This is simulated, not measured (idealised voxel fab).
process module | voxel ribs on slabs
cross-section cut | 300 nm wide | cells 5 nm
A cross-section is a grid of square cells, given in bands from the top down. A band is one or more rows of cells.
Each band's line starts with the height of the band's top and of its bottom, in nm. Then come its materials from left to right, each with its width in nm. One material with "throughout" fills the band from edge to edge. "air" is empty space.
Height 0 is the level under which the wafer as received is all one material. The lowest band goes on downwards, as in "0 down".
A width such as "30 to 40" changes by the same amount from each row of cells to the next, from the band's top row to its bottom row.
"no change" after a step means that no cell of the cross-section changed.
closed voids: empty space of 8 cells or more with no open way to the top, each as width x height at its distance from the left edge, in nm
after a step's settings: what the simulator itself notes on the step
overlay nm, on a step with a mask: how far to the right of its planned place the mask lay; to the left if negative
plan
1 op RECEIVE | material Si
2 op DIRECTIONAL_DEP | material SiO2 | thk nm 30
3 op DIRECTIONAL_DEP | material polySi | thk nm 20
4 op MASKED_ETCH | tone cover | mask id RIB | width nm 20 | etch materials polySi | depth nm 5 | overlay nm 0
5 op DIRECTIONAL_DEP | material aC | thk nm 10
6 op PATTERN | tone cover | mask id SLAB | material resist | width nm 50 | thk nm 30 | overlay nm 0
7 op DIRECTIONAL_ETCH | etch materials aC | depth nm 10
8 op STRIP | etch materials resist
9 op DIRECTIONAL_ETCH | etch materials polySi | depth nm 15
10 op STRIP | etch materials aC
11 op FILL_DEP | material SiO2 | thk nm 25
12 op CMP | height nm 70
13 op DIRECTIONAL_DEP | material TiN | thk nm 10
14 op PATTERN | tone cover | mask id HEATER | material resist | width nm 30 | thk nm 15 | overlay nm 0
15 op DIRECTIONAL_ETCH | etch materials TiN | depth nm 10
16 op STRIP | etch materials resist
17 op CONFORMAL_DEP | material SiO2 | thk nm 5
first wafer, as planned
as received, after step 1
  0 down: Si throughout
  closed voids: none
after step 2
  30 to 0: SiO2 throughout
  below 0: unchanged
after step 3
  50 to 30: polySi throughout
  below 30: unchanged
after step 4
  50 to 45: air 140 | polySi 20 | air 140
  below 45: unchanged
after step 5
  60 to 55: air 140 | aC 20 | air 140
  55 to 50: aC throughout
  50 to 45: aC 140 | polySi 20 | aC 140
  below 45: unchanged
after step 6
  90 to 60: air 125 | resist 50 | air 125
  60 to 55: air 125 | resist 15 | aC 20 | resist 15 | air 125
  below 55: unchanged
after step 7
  80 to 60: air 125 | resist 50 | air 125
  60 to 55: air 125 | resist 15 | aC 20 | resist 15 | air 125
  55 to 50: air 125 | aC 50 | air 125
  50 to 45: air 125 | aC 15 | polySi 20 | aC 15 | air 125
  below 45: unchanged
after step 8
  60 to 50: air 140 to 125 | aC 20 to 50 | air 140 to 125
  below 50: unchanged
after step 9
  60 to 50: air 140 to 125 | aC 20 to 50 | air 140 to 125
  50 to 45: air 125 | aC 15 | polySi 20 | aC 15 | air 125
  45 to 30: air 125 | polySi 50 | air 125
  below 30: unchanged
after step 10
  50 to 45: air 140 | polySi 20 | air 140
  below 45: unchanged
after step 11
  75 to 50: SiO2 throughout
  50 to 45: SiO2 140 | polySi 20 | SiO2 140
  45 to 30: SiO2 125 | polySi 50 | SiO2 125
  below 30: unchanged
after step 12
  70 to 50: SiO2 throughout
  below 50: unchanged
after step 13
  80 to 70: TiN throughout
  below 70: unchanged
after step 14
  95 to 80: air 135 | resist 30 | air 135
  below 80: unchanged
after step 15
  95 to 80: air 135 | resist 30 | air 135
  80 to 70: air 135 | TiN 30 | air 135
  below 70: unchanged
after step 16
  80 to 70: air 135 | TiN 30 | air 135
  below 70: unchanged
after step 17
  85 to 80: air 130 | SiO2 40 | air 130
  80 to 75: air 130 | SiO2 5 | TiN 30 | SiO2 5 | air 130
  75 to 70: SiO2 135 | TiN 30 | SiO2 135
  below 70: unchanged
second wafer: like start, like plan, one mistake. Through step 15 it matches the first wafer
when step 16 should have ended
  0 down: Si throughout
when step 17 should have ended
  5 to 0: SiO2 throughout
  below 0: unchanged
what went wrong: step 16 ran as: op STRIP | etch materials SiO2
at the end the second wafer has, in cells: 810 fewer of SiO2 | 12 fewer of TiN | 34 fewer of polySi
